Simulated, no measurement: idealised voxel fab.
Name of the process module below: voxel spacer lines
Xsec cut, 180 nm wide, square cell size 5 nm.
In this document a cross-section is written as a grid of square cells. It is given as a series of bands, listed from the top down, and a band is one or more rows of cells.
What a band's entry tells you: where the top is and where the bottom is, as heights in nm, and after that what lies inside, material by material from left to right, each with its width in nm. Empty space is written as the word "blank", and a single material marked with the word "full width" occupies the band from edge to edge.
Convention: height 0 is the level below which the wafer, as received, is all one material. The lowest band does not terminate at the bottom but continues downward, represented as "top 0, no bottom".
A two-number width, for instance "30->40", indicates that the width is equal to the first number in the top row of the band and to the second number in the bottom row, and that it changes by a constant amount per row of cells.
Step marked "stayed the same"? Then no cell in the cross-section changed in it.
The entry titled "Enclosed void catalog" provides the empty spaces that have no open way to the top, restricted to those of 8 cells or more. Each is presented as width x height at distance, the distance being measured from the left edge, with all three in nm.
On each step's line, the part that comes after the settings is the simulator's own comment on the step.
The "overlay nm" setting may appear on a step's line; for a step that uses a mask, it gives how far to the right of its planned position the mask lay, and a negative value indicates the left.
These are the steps we planned for the process
step 1: op RECEIVE | material Si
step 2: op CONFORMAL_DEP | material Al2O3 | thk nm 5
step 3: op DIRECTIONAL_DEP | material TiN | thk nm 15
step 4: op DIRECTIONAL_DEP | material polySi | thk nm 25
step 5: op PATTERN | tone cover | mask id MANDREL | material resist | width nm 25 | pitch nm 80 | thk nm 30 | overlay nm 0
step 6: op DIRECTIONAL_ETCH | etch materials polySi | depth nm 25
step 7: op STRIP | etch materials resist
step 8: op CONFORMAL_DEP | material SiO2 | thk nm 15
step 9: op DIRECTIONAL_ETCH | etch materials SiO2 | depth nm 15
step 10: op STRIP | etch materials polySi
step 11: op DIRECTIONAL_ETCH | etch materials TiN | depth nm 15
step 12: op STRIP | etch materials SiO2
Cross-section of the wafer upon arrival, representing the state reached after step 1
> top 0, no bottom: Si full width
> Enclosed void catalog: none
The cross-section shown corresponds to the wafer at the conclusion of the module. The initial structure and the process plan are those presented above; however, one mistake occurred in executing the plan
> top 20, bottom 5: blank 30, TiN 15, blank 25, TiN 15, blank 25, TiN 15, blank 25, TiN 15, blank 15
> top 5, bottom 0: Al2O3 full width
> top 0, no bottom: Si full width
> Enclosed void catalog: none
Against the plan, the run slipped here: step 5 ran differently from the plan; actual operation with settings: op PATTERN | tone cover | mask id MANDREL | material resist | width nm 25 | pitch nm 80 | thk nm 30 | overlay nm 10
